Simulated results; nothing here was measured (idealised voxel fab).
The document below concerns the process module designated voxel transistor to metal.
It is cross-section cut that appears here, measuring 215 nm in width, its square cells being 5 nm in size.
In this document a cross-section is written as a grid of square cells. It is given as a series of bands, listed from the top down, and a band is one or more rows of cells. The band entry comprises the height of the band's top followed by the height of its bottom, expressed in nm, and subsequently the band's materials from left to right, each stated together with its width in nm. Where a single material is marked with the word "edge to edge", that material fills the band from edge to edge. The word "blank" represents empty space. Ref level 0: as-received wafer is one material below here. Bottom band extends down with no lower bound ("0 down"). A width given as "30..40" starts at the first number in the band's top row and ends at the second number in its bottom row, shifting by an equal amount at every step from row to row. Where the words "nothing changed" appear for a step, the cross-section shows no cell changed by that step; every cell remained as before. Empty spaces counting at least 8 cells and having no open way to the top are listed in "Non-vented voids". The notation width x height at distance is used for each, the distance being from the left edge and all three values in nm. Past the settings on a step's line: simulator remark, on that step. You can add "overlay nm" to a step's line. For a step with a mask, it describes how far the mask lay to the right of its planned position, and a negative number describes a lay to the left.

Here's what the planned process steps look like
1: RECEIVE with material Si
2: OXIDIZE with depth nm 5
3: CONFORMAL_DEP with material SiN, thk nm 15
4: DIRECTIONAL_DEP with material aC, thk nm 10
5: PATTERN with tone cover, mask id ACTIVE, material resist, width nm 115, thk nm 25, overlay nm 0
6: DIRECTIONAL_ETCH with etch materials aC, depth nm 10
7: STRIP with etch materials resist
8: DIRECTIONAL_ETCH with etch materials SiN, depth nm 15
9: DIRECTIONAL_ETCH with etch materials SiO2, depth nm 5
10: DIRECTIONAL_ETCH with etch materials Si, depth nm 25
11: STRIP with etch materials aC
12: OXIDIZE with depth nm 5
13: FILL_DEP with material SiO2, thk nm 15
14: CMP with height nm 15
15: SELECTIVE_ETCH with etch materials SiO2, depth nm 15
16: STRIP with etch materials SiN
17: SELECTIVE_ETCH with etch materials SiO2, depth nm 5
18: OXIDIZE with depth nm 5
19: DIRECTIONAL_DEP with material polySi, thk nm 20
20: DIRECTIONAL_DEP with material SiCN, thk nm 10
21: PATTERN with tone cover, mask id GATE, material resist, width nm 25, thk nm 20, overlay nm 0
22: DIRECTIONAL_ETCH with etch materials SiCN, depth nm 20
23: DIRECTIONAL_ETCH with etch materials polySi, depth nm 30
24: STRIP with etch materials resist
25: CONFORMAL_DEP with material SiN, thk nm 5
26: DIRECTIONAL_ETCH with etch materials SiN, depth nm 5
27: DIRECTIONAL_ETCH with etch materials SiO2, depth nm 5
28: DIRECTIONAL_ETCH with etch materials Si, depth nm 15
29: EPI with material SiGe, thk nm 15
30: FILL_DEP with material SiO2, thk nm 10
31: CMP with height nm 15
32: STRIP with etch materials polySi
33: SELECTIVE_ETCH with etch materials SiO2, depth nm 5
34: CONFORMAL_DEP with material HfO2, thk nm 5
35: CONFORMAL_DEP with material TiN, thk nm 5
36: FILL_DEP with material W, thk nm 10
37: CMP with height nm 0
38: DIRECTIONAL_DEP with material SiO2, thk nm 15
39: PATTERN with tone open, mask id CONTACT, material resist, width nm 20, pitch nm 85, thk nm 20, overlay nm 0
40: DIRECTIONAL_ETCH with etch materials SiO2, depth nm 35
41: STRIP with etch materials resist
42: CONFORMAL_DEP with material TiN, thk nm 5
43: FILL_DEP with material W, thk nm 10
44: CMP with height nm 25
45: DIRECTIONAL_DEP with material TiN, thk nm 5
46: DIRECTIONAL_DEP with material Ru, thk nm 15
47: PATTERN with tone cover, mask id METAL_1, material resist, width nm 20, pitch nm 85, thk nm 20, overlay nm 0
48: DIRECTIONAL_ETCH with etch materials Ru, depth nm 15
49: DIRECTIONAL_ETCH with etch materials TiN, depth nm 5
50: STRIP with etch materials resist
51: CONFORMAL_DEP with material SiCN, thk nm 5
52: FILL_DEP with material lowk, thk nm 10
53: CMP with height nm 45
54: CONFORMAL_DEP with material SiCN, thk nm 5
For this document, wafers share an identical start and vary in the step 37 height nm; the plan quotes the first wafer's value.

Cut through the first of several wafers as received, post step 1
0 down  Si edge to edge
Non-vented voids: none

End of the module, past its last step, step 54: how the first of several wafers looks in cross-section
50 to 45  SiCN edge to edge
45 to 30  50 lowk | 5 SiCN | 20 Ru | 5 SiCN | 55 lowk | 5 SiCN | 20 Ru | 5 SiCN | 50 lowk
30 to 25  55 SiCN | 20 TiN | 65 SiCN | 20 TiN | 55 SiCN
25 to 20  W edge to edge
20 to 15  60 TiN | 10 W | 75 TiN | 10 W | 60 TiN
15 to 0  55 SiO2 | 5 TiN | 10 W | 5 TiN | 65 SiO2 | 5 TiN | 10 W | 5 TiN | 55 SiO2
0 to -5  55 SiO2 | 5 TiN | 10 W | 5 TiN | 15 SiGe | 5 SiN | 5 HfO2 | 15 TiN | 5 HfO2 | 5 SiN | 15 SiGe | 5 TiN | 10 W | 5 TiN | 55 SiO2
-5 to -10  55 SiO2 | 20 TiN | 15 SiGe | 35 HfO2 | 15 SiGe | 20 TiN | 55 SiO2
-10 to -25  55 SiO2 | 35 SiGe | 35 Si | 35 SiGe | 55 SiO2
-25 to -35  55 SiO2 | 105 Si | 55 SiO2
-35 down  Si edge to edge
Non-vented voids: none

Cross-section, module end, final of several wafers
50 to 45  SiCN edge to edge
45 to 30  50 lowk | 5 SiCN | 20 Ru | 5 SiCN | 55 lowk | 5 SiCN | 20 Ru | 5 SiCN | 50 lowk
30 to 25  55 SiCN | 20 TiN | 65 SiCN | 20 TiN | 55 SiCN
25 to 20  80 W | 25 TiN | 5 W | 25 TiN | 80 W
20 to 15  85 TiN | 15 HfO2 | 5 TiN | 5 W | 5 TiN | 15 HfO2 | 85 TiN
15 to 10  90 HfO2 | 5 SiN | 5 HfO2 | 5 TiN | 5 W | 5 TiN | 5 HfO2 | 5 SiN | 90 HfO2
10 to 5  90 SiO2 | 5 SiN | 5 HfO2 | 5 TiN | 5 W | 5 TiN | 5 HfO2 | 5 SiN | 90 SiO2
5 to 0  75 SiO2 | 15 SiGe | 5 SiN | 5 HfO2 | 5 TiN | 5 W | 5 TiN | 5 HfO2 | 5 SiN | 15 SiGe | 75 SiO2
0 to -5  75 SiO2 | 15 SiGe | 5 SiN | 5 HfO2 | 15 TiN | 5 HfO2 | 5 SiN | 15 SiGe | 75 SiO2
-5 to -10  75 SiO2 | 15 SiGe | 35 HfO2 | 15 SiGe | 75 SiO2
-10 to -25  55 SiO2 | 35 SiGe | 35 Si | 35 SiGe | 55 SiO2
-25 to -35  55 SiO2 | 105 Si | 55 SiO2
-35 down  Si edge to edge
Non-vented voids: none

Gained (+) or lost (-) cells of each material since receipt, then closed voids: one row per wafer, at the end of the module
height nm 0, +9 HfO2, +24 Ru, -238 Si, +90 SiCN, +54 SiGe, +2 SiN, +259 SiO2, +74 TiN, +63 W, +93 lowk, Non-vented voids: none
height nm 5, +11 HfO2, +24 Ru, -238 Si, +90 SiCN, +60 SiGe, +4 SiN, +281 SiO2, +80 TiN, +25 W, +93 lowk, Non-vented voids: none
height nm 10, +13 HfO2, +24 Ru, -238 Si, +90 SiCN, +60 SiGe, +6 SiN, +309 SiO2, +47 TiN, +26 W, +93 lowk, Non-vented voids: none
height nm 15, +51 HfO2, +24 Ru, -238 Si, +90 SiCN, +60 SiGe, +8 SiN, +306 SiO2, +29 TiN, +7 W, +93 lowk, Non-vented voids: none
height nm 20, +57 HfO2, +24 Ru, -238 Si, +90 SiCN, +60 SiGe, +8 SiN, +271 SiO2, +61 TiN, +4 W, +93 lowk, Non-vented voids: none
height nm 25, +57 HfO2, +24 Ru, -238 Si, +90 SiCN, +60 SiGe, +8 SiN, +236 SiO2, +63 TiN, +37 W, +93 lowk, Non-vented voids: none
